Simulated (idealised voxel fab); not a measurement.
Process module under the name voxel self aligned vias
Each square cell in cross-section cut measures 5 nm, and the section as a whole is 295 nm wide.
Format of a cross-section: grid, square cells. Given as bands. Order: top down. Band: one or more rows of cells.
Band: top height; bottom height; in nm. Then, left to right: material with width in nm, for each material. "all across": a single material spanning edge to edge. "blank": empty space.
All heights in this document are referenced to 0, defined as the level beneath which the wafer, as received, consists entirely of one material. The lowest band is not bounded below; it extends indefinitely downward and is written in the form "0..down".
The two numbers in a width such as "30 to 40" mark its ends across the band: the first belongs to the top row of cells, the second to the bottom row, and from each row to the next the width moves by the same amount.
No cell of the cross-section changed in a step that is given as "no alteration".
The list in "Enclosed internal voids" covers empty spaces of 8 cells or more that cannot reach the top through any open way, and it gives each as width x height at distance; the distance is from the left edge, and width, height and distance are in nm.
That trailing text on a step's line, after the settings, is the simulator's own remark on the step.
A step's line can hold "overlay nm"; with a mask on that step, the setting says how far right of the planned place the mask lay, while a negative setting says it lay to the left.
[The following list gives the planned process steps]
1: RECEIVE, material Si
2: CONFORMAL_DEP, material SiO2, thk nm 15
3: CONFORMAL_DEP, material SiCN, thk nm 5
4: DIRECTIONAL_DEP, material SiO2, thk nm 30
5: DIRECTIONAL_DEP, material aC, thk nm 15
6: PATTERN, tone open, mask id LINES, material resist, width nm 20, pitch nm 70, thk nm 35, overlay nm 0
7: DIRECTIONAL_ETCH, etch materials aC, depth nm 15
8: STRIP, etch materials resist
9: DIRECTIONAL_ETCH, etch materials SiO2, depth nm 30
10: STRIP, etch materials aC
11: CONFORMAL_DEP, material TiN, thk nm 5
12: FILL_DEP, material W, thk nm 10
13: CMP, height nm 50
14: SELECTIVE_ETCH, etch materials W Ru TiN, depth nm 10
15: FILL_DEP, material SiN, thk nm 5
16: CMP, height nm 50
17: DIRECTIONAL_DEP, material SiO2, thk nm 20
18: MASKED_ETCH, tone open, mask id VIAS, width nm 40, pitch nm 140, etch materials SiO2, depth nm 20, overlay nm 0
19: MASKED_ETCH, tone open, mask id VIAS, width nm 40, pitch nm 140, etch materials SiN, depth nm 10, overlay nm 0
20: CONFORMAL_DEP, material TiN, thk nm 5
21: FILL_DEP, material Ru, thk nm 10
22: CMP, height nm 70
23: CONFORMAL_DEP, material SiN, thk nm 5
[Shown in cross-section is the wafer as received, that is, as it stands after step 1]
> 0..down | Si all across
> Enclosed internal voids: none
[Look at the cross-section after the module: the wafer started out the way shown above and the plan was the one shown above, yet one mistake was made along the way]
> 75..70 | SiN all across
> 70..55 | SiO2 (55), then TiN (5), then Ru (30), then TiN (5), then SiO2 (100), then TiN (5), then Ru (30), then TiN (5), then SiO2 (60)
> 55..50 | SiO2 (55), then TiN (40), then SiO2 (100), then TiN (40), then SiO2 (60)
> 50..40 | SiN (55), then TiN (10), then SiO2 (20), then TiN (10), then SiN (40), then SiO2 (20), then SiN (40), then TiN (10), then SiO2 (20), then TiN (10), then SiN (60)
> 40..25 | W (60), then TiN (5), then SiO2 (20), then TiN (5), then W (40), then TiN (5), then SiO2 (20), then TiN (5), then W (40), then TiN (5), then SiO2 (20), then TiN (5), then W (65)
> 25..20 | TiN (65), then SiO2 (20), then TiN (50), then SiO2 (20), then TiN (50), then SiO2 (20), then TiN (70)
> 20..15 | SiCN all across
> 15..0 | SiO2 all across
> 0..down | Si all across
> Enclosed internal voids: none
Nonconformance to the process plan: not per plan at step 6, really ran PATTERN, tone cover, mask id LINES, material resist, width nm 20, pitch nm 70, thk nm 35, overlay nm 0
